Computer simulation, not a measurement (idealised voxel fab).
process module | voxel self aligned contacts
cross-section cut | 300 nm wide | cells 5 nm
A cross-section is a grid of square cells, given in bands from the top down. A band is one or more rows of cells.
Each band's line starts with the height of the band's top and of its bottom, in nm. Then come its materials from left to right, each with its width in nm. One material with "throughout" fills the band from edge to edge. "air" is empty space.
Height 0 is the level under which the wafer as received is all one material. The lowest band goes on downwards, as in "0 down".
A width such as "30 to 40" changes by the same amount from each row of cells to the next, from the band's top row to its bottom row.
"no change" after a step means that no cell of the cross-section changed.
closed voids: empty space of 8 cells or more with no open way to the top, each as width x height at its distance from the left edge, in nm
after a step's settings: what the simulator itself notes on the step
overlay nm, on a step with a mask: how far to the right of its planned place the mask lay; to the left if negative
plan
1 op RECEIVE | material Si
2 op OXIDIZE | depth nm 5
3 op DIRECTIONAL_DEP | material polySi | thk nm 30
4 op DIRECTIONAL_DEP | material SiN | thk nm 20
5 op PATTERN | tone cover | mask id GATE | material resist | width nm 25 | pitch nm 60 | thk nm 20 | overlay nm 0
6 op DIRECTIONAL_ETCH | etch materials SiN | depth nm 20
7 op DIRECTIONAL_ETCH | etch materials polySi | depth nm 30
8 op STRIP | etch materials resist
9 op CONFORMAL_DEP | material SiN | thk nm 10
10 op DIRECTIONAL_ETCH | etch materials SiN | depth nm 10
11 op FILL_DEP | material SiO2 | thk nm 15
12 op CMP | height nm 55
13 op DIRECTIONAL_DEP | material aC | thk nm 15
14 op PATTERN | tone open | mask id CONTACT | material resist | width nm 35 | pitch nm 60 | thk nm 30 | overlay nm 0
15 op DIRECTIONAL_ETCH | etch materials aC | depth nm 15
16 op STRIP | etch materials resist
17 op DIRECTIONAL_ETCH | etch materials SiO2 | depth nm 60
18 op STRIP | etch materials aC
19 op CONFORMAL_DEP | material TiN | thk nm 5
20 op FILL_DEP | material W | thk nm 5
21 op CMP | height nm 55
22 op CONFORMAL_DEP | material SiCN | thk nm 5
varied across the wafers: width nm of step 14. The plan shows the first wafer's value. All wafers start alike
first wafer as received, after step 1
  0 down: Si throughout
  closed voids: none
first wafer at the end, after step 22
  60 to 55: SiCN throughout
  55 to 50: SiO2 100 | TiN 15 | W 5 | TiN 15 | SiO2 25 | TiN 15 | W 5 | TiN 15 | SiO2 105
  50 to 30: SiO2 65 | SiN 45 | TiN 5 | W 5 | TiN 5 | SiN 45 | TiN 5 | W 5 | TiN 5 | SiN 45 | SiO2 70
  30 to 0: SiO2 65 | SiN 10 | polySi 25 | SiN 10 | TiN 5 | W 5 | TiN 5 | SiN 10 | polySi 25 | SiN 10 | TiN 5 | W 5 | TiN 5 | SiN 10 | polySi 25 | SiN 10 | SiO2 70
  0 to -5: SiO2 110 | TiN 15 | SiO2 45 | TiN 15 | SiO2 115
  -5 down: Si throughout
  closed voids: none
last wafer at the end
  60 to 55: SiCN throughout
  55 to 50: SiO2 95 | TiN 20 | W 5 | TiN 20 | SiO2 15 | TiN 20 | W 5 | TiN 20 | SiO2 100
  50 to 30: SiO2 65 | SiN 45 | TiN 5 | W 5 | TiN 5 | SiN 45 | TiN 5 | W 5 | TiN 5 | SiN 45 | SiO2 70
  30 to 0: SiO2 65 | SiN 10 | polySi 25 | SiN 10 | TiN 5 | W 5 | TiN 5 | SiN 10 | polySi 25 | SiN 10 | TiN 5 | W 5 | TiN 5 | SiN 10 | polySi 25 | SiN 10 | SiO2 70
  0 to -5: SiO2 110 | TiN 15 | SiO2 45 | TiN 15 | SiO2 115
  -5 down: Si throughout
  closed voids: none
each wafer at the end: cells of each material gained (+) or lost (-) since it was received, then its closed voids
width nm 35 | -60 Si | +60 SiCN | +180 SiN | +370 SiO2 | +58 TiN | +22 W | +90 polySi | closed voids: none
width nm 40 | -60 Si | +60 SiCN | +180 SiN | +368 SiO2 | +60 TiN | +22 W | +90 polySi | closed voids: none
width nm 45 | -60 Si | +60 SiCN | +180 SiN | +366 SiO2 | +62 TiN | +22 W | +90 polySi | closed voids: none
